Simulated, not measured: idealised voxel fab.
Process module in this document: voxel quadruple lines
In the cross-section labelled cut, the width is 270 nm and each square cell is 5 nm.
For the purposes of this document, a cross-section shall be understood as a grid of square cells, specified as bands listed in top-to-bottom order, each band consisting of one or more rows of cells. In this notation a band is specified by the heights of its top and bottom, in that order and in nm, after which its materials appear from left to right, each paired with its width in nm. The word "full width" attached to a single material means that material fills the band from edge to edge; the word "empty" stands for empty space. Heights are reckoned from 0. Under this level, the received wafer is all of one material. The bottommost band is open-ended downward, for example "0 nm and below". Read "30..40" as a graded width: first number on top, second number at the bottom, same change between each pair of neighbouring rows. "left unchanged" (step): cross-section cells unchanged, all of them. Under "Unvented voids" you'll find the enclosed gaps, the ones with no way out to the top, that are 8 cells or bigger; each reads width x height at distance, with distance counted from the left edge, everything in nm. Formally, on a step line, whatever follows the settings is a remark that the simulator itself makes on the step. overlay nm, on a step with a mask: how far to the right of its planned place the mask lay; to the left if negative.

-- Set out below are the planned steps of the process
1: RECEIVE,material Si
2: CONFORMAL_DEP,material Al2O3,thk nm 10
3: DIRECTIONAL_DEP,material TiN,thk nm 10
4: DIRECTIONAL_DEP,material polySi,thk nm 15
5: DIRECTIONAL_DEP,material aC,thk nm 25
6: PATTERN,tone cover,mask id MANDREL,material resist,width nm 20,pitch nm 60,thk nm 30,overlay nm 0
7: DIRECTIONAL_ETCH,etch materials aC,depth nm 25
8: STRIP,etch materials resist
9: CONFORMAL_DEP,material SiO2,thk nm 10
10: DIRECTIONAL_ETCH,etch materials SiO2,depth nm 10
11: STRIP,etch materials aC
12: DIRECTIONAL_ETCH,etch materials polySi,depth nm 15
13: STRIP,etch materials SiO2
14: CONFORMAL_DEP,material SiCN,thk nm 5
15: DIRECTIONAL_ETCH,etch materials SiCN,depth nm 5
16: STRIP,etch materials polySi
17: DIRECTIONAL_ETCH,etch materials TiN,depth nm 10
18: STRIP,etch materials SiCN

-- Step 1 complete: cross-section of the wafer as received
> 0 nm and below: Si full width
> Unvented voids: none

-- Wafer cross-section at module end: first of two, run to plan
> 20 nm to 10 nm: 80 nm empty; 5 nm TiN; 10 nm empty; 5 nm TiN; 10 nm empty; 5 nm TiN; 10 nm empty; 5 nm TiN; 10 nm empty; 5 nm TiN; 10 nm empty; 5 nm TiN; 10 nm empty; 5 nm TiN; 10 nm empty; 5 nm TiN; 80 nm empty
> 10 nm to 0 nm: Al2O3 full width
> 0 nm and below: Si full width
> Unvented voids: none

-- Presented here is a cross-section of the second of the two wafers as it stood at the end of the module. It was started in the same manner and assigned the same plan as the first wafer; however, one mistake was made in its execution
> 20 nm to 10 nm: 90 nm empty; 5 nm TiN; 20 nm empty; 5 nm TiN; 30 nm empty; 5 nm TiN; 20 nm empty; 5 nm TiN; 90 nm empty
> 10 nm to 0 nm: Al2O3 full width
> 0 nm and below: Si full width
> Unvented voids: none
Deviation from plan: off-plan run, step 6, actual operation and settings PATTERN,tone open,mask id MANDREL,material resist,width nm 20,pitch nm 60,thk nm 30,overlay nm 0
The closing comparison, in cells, has the second wafer with more or fewer of some materials than the first: TiN -8
